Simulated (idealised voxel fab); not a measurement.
process module | voxel plated lines
Cross-section cut spans 285 nm and uses square cells 5 nm in size.
Think of the cross-section as a grid of square cells. We describe it in bands, top to bottom, and each band covers one or more rows of those cells.
Band: top height; bottom height; in nm. Then, left to right: material with width in nm, for each material. "all across": a single material spanning edge to edge. "air": empty space.
We count height from 0. Below that, the starting wafer is all one material. The lowest band never ends at the bottom but goes on down; see "0 and below" for how that is written.
When a width is written as two numbers, as in "30..40", the first number is the width in the top row of cells of the band and the second is the width in its bottom row, and the width changes by the same amount from each row to the next.
Reading "remains unaltered" for a step: not a cell of the cross-section changed in it.
Listed in "Sealed cavities": every empty space of 8 or more cells without an open way to the top. Form: width x height at distance, the distance being from the left edge, all in nm.
Note: text after step settings on the step line = simulator remark on that step.
The setting "overlay nm" may be written on the line of a step. When the step uses a mask, the value reports how far to the right of the planned place the mask lay, and a negative value reports that it lay to the left.

The process steps that were planned are listed below:
- 1: RECEIVE,material Si
- 2: CONFORMAL_DEP,material SiN,thk nm 10
- 3: DIRECTIONAL_DEP,material TiN,thk nm 5
- 4: PATTERN,tone open,mask id LINES,material resist,width nm 20,pitch nm 40,thk nm 15,overlay nm 0
- 5: EPI,material Ru,thk nm 10
- 6: STRIP,etch materials resist
- 7: DIRECTIONAL_ETCH,etch materials TiN,depth nm 5
- 8: CONFORMAL_DEP,material SiN,thk nm 10

First wafer out of two, processed as planned:

Cross-section of the wafer as it came to us, i.e., already through step 1:
> 0 and below = Si all across
> Sealed cavities: none

State of the wafer after step 2, shown in cross-section:
> 10 down to 0 = SiN all across
> Beneath the level 0, the cross-section is identical to its previous state.

State of the wafer after step 3, shown in cross-section:
> 15 down to 10 = TiN all across
> Beneath the level 10, the cross-section is identical to its previous state.

State of the wafer after step 4, shown in cross-section:
> 30 down to 15 = 110 resist  20 air  20 resist  20 air  115 resist
> Beneath the level 15, the cross-section is identical to its previous state.

State of the wafer after step 5, shown in cross-section:
> 30 down to 25 = 110 resist  20 air  20 resist  20 air  115 resist
> 25 down to 15 = 110 resist  20 Ru  20 resist  20 Ru  115 resist
> Beneath the level 15, the cross-section is identical to its previous state.

State of the wafer after step 6, shown in cross-section:
> 25 down to 15 = 110 air  20 Ru  20 air  20 Ru  115 air
> Beneath the level 15, the cross-section is identical to its previous state.

State of the wafer after step 7, shown in cross-section:
> 25 down to 15 = 110 air  20 Ru  20 air  20 Ru  115 air
> 15 down to 10 = 110 air  20 TiN  20 air  20 TiN  115 air
> Beneath the level 10, the cross-section is identical to its previous state.

State of the wafer after step 8, shown in cross-section:
> 35 down to 25 = 100 air  80 SiN  105 air
> 25 down to 20 = 100 air  10 SiN  20 Ru  20 SiN  20 Ru  10 SiN  105 air
> 20 down to 15 = 110 SiN  20 Ru  20 SiN  20 Ru  115 SiN
> 15 down to 10 = 110 SiN  20 TiN  20 SiN  20 TiN  115 SiN
> Beneath the level 10, the cross-section is identical to its previous state.

The second wafer: identical to the first at the outset and in its planned sequence, differing only in that one mistake was made during processing; up to and including step 3, its path is the first wafer's path:

Here is the second wafer in cross-section at the point where step 4 of the plan should have been done:
> 30 down to 15 = 110 air  20 resist  20 air  20 resist  115 air
> Beneath the level 15, the cross-section is identical to its previous state.

Here is the second wafer in cross-section at the point where step 5 of the plan should have been done:
> 30 down to 25 = 110 air  20 resist  20 air  20 resist  115 air
> 25 down to 15 = 110 Ru  20 resist  20 Ru  20 resist  115 Ru
> Beneath the level 15, the cross-section is identical to its previous state.

Here is the second wafer in cross-section at the point where step 6 of the plan should have been done:
> 25 down to 15 = 110 Ru  20 air  20 Ru  20 air  115 Ru
> Beneath the level 15, the cross-section is identical to its previous state.

Here is the second wafer in cross-section at the point where step 7 of the plan should have been done:
> 25 down to 15 = 110 Ru  20 air  20 Ru  20 air  115 Ru
> 15 down to 10 = 110 TiN  20 air  20 TiN  20 air  115 TiN
> Beneath the level 10, the cross-section is identical to its previous state.

Here is the second wafer in cross-section at the point where step 8 of the plan should have been done:
> 35 down to 25 = SiN all across
> 25 down to 15 = 110 Ru  20 SiN  20 Ru  20 SiN  115 Ru
> 15 down to 10 = 110 TiN  20 SiN  20 TiN  20 SiN  115 TiN
> Beneath the level 10, the cross-section is identical to its previous state.
It is concluded that the wafer was processed incorrectly with respect to the plan, in that step 4 was processed under conditions differing from the plan, specifically as PATTERN,tone cover,mask id LINES,material resist,width nm 20,pitch nm 40,thk nm 15,overlay nm 0
Wafer comparison, final, in cells, second relative to first, materials more or fewer: 82 more of Ru; 41 more of TiN
